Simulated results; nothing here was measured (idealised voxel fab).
process module | voxel released beams
cross-section cut | 195 nm wide | cells 5 nm
A cross-section is a grid of square cells, given in bands from the top down. A band is one or more rows of cells.
Each band's line starts with the height of the band's top and of its bottom, in nm. Then come its materials from left to right, each with its width in nm. One material with "throughout" fills the band from edge to edge. "air" is empty space.
Height 0 is the level under which the wafer as received is all one material. The lowest band goes on downwards, as in "0 down".
A width such as "30 to 40" changes by the same amount from each row of cells to the next, from the band's top row to its bottom row.
"no change" after a step means that no cell of the cross-section changed.
closed voids: empty space of 8 cells or more with no open way to the top, each as width x height at its distance from the left edge, in nm
after a step's settings: what the simulator itself notes on the step
overlay nm, on a step with a mask: how far to the right of its planned place the mask lay; to the left if negative
plan
1 op RECEIVE | material Si
2 op CONFORMAL_DEP | material SiN | thk nm 5
3 op DIRECTIONAL_DEP | material SiO2 | thk nm 10
4 op DIRECTIONAL_DEP | material aC | thk nm 5
5 op PATTERN | tone open | mask id ANCHOR | material resist | width nm 40 | thk nm 30 | overlay nm 0
6 op DIRECTIONAL_ETCH | etch materials aC | depth nm 10
7 op STRIP | etch materials resist
8 op DIRECTIONAL_ETCH | etch materials SiO2 | depth nm 10
9 op STRIP | etch materials aC
10 op CONFORMAL_DEP | material W | thk nm 15
11 op MASKED_ETCH | tone cover | mask id BEAM | width nm 110 | etch materials W | depth nm 15 | overlay nm 0
12 op STRIP | etch materials SiO2
varied across the wafers: thk nm of step 4. The plan shows the first wafer's value. All wafers start alike
first wafer as received, after step 1
  0 down: Si throughout
  closed voids: none
first wafer at the end, after step 12
  30 to 20: air 40 | W 20 | air 10 | W 80 | air 45
  20 to 15: air 40 | W 110 | air 45
  15 to 5: air 45 | W 40 | air 110
  5 to 0: SiN throughout
  0 down: Si throughout
  closed voids: none
last wafer at the end
  5 to 0: SiN throughout
  0 down: Si throughout
  closed voids: none
each wafer at the end: cells of each material gained (+) or lost (-) since it was received, then its closed voids
thk nm 5 | +39 SiN | +78 W | closed voids: none
thk nm 10 | +39 SiN | +78 W | closed voids: none
thk nm 15 | +39 SiN | closed voids: none
thk nm 20 | +39 SiN | closed voids: none
thk nm 25 | +39 SiN | closed voids: none
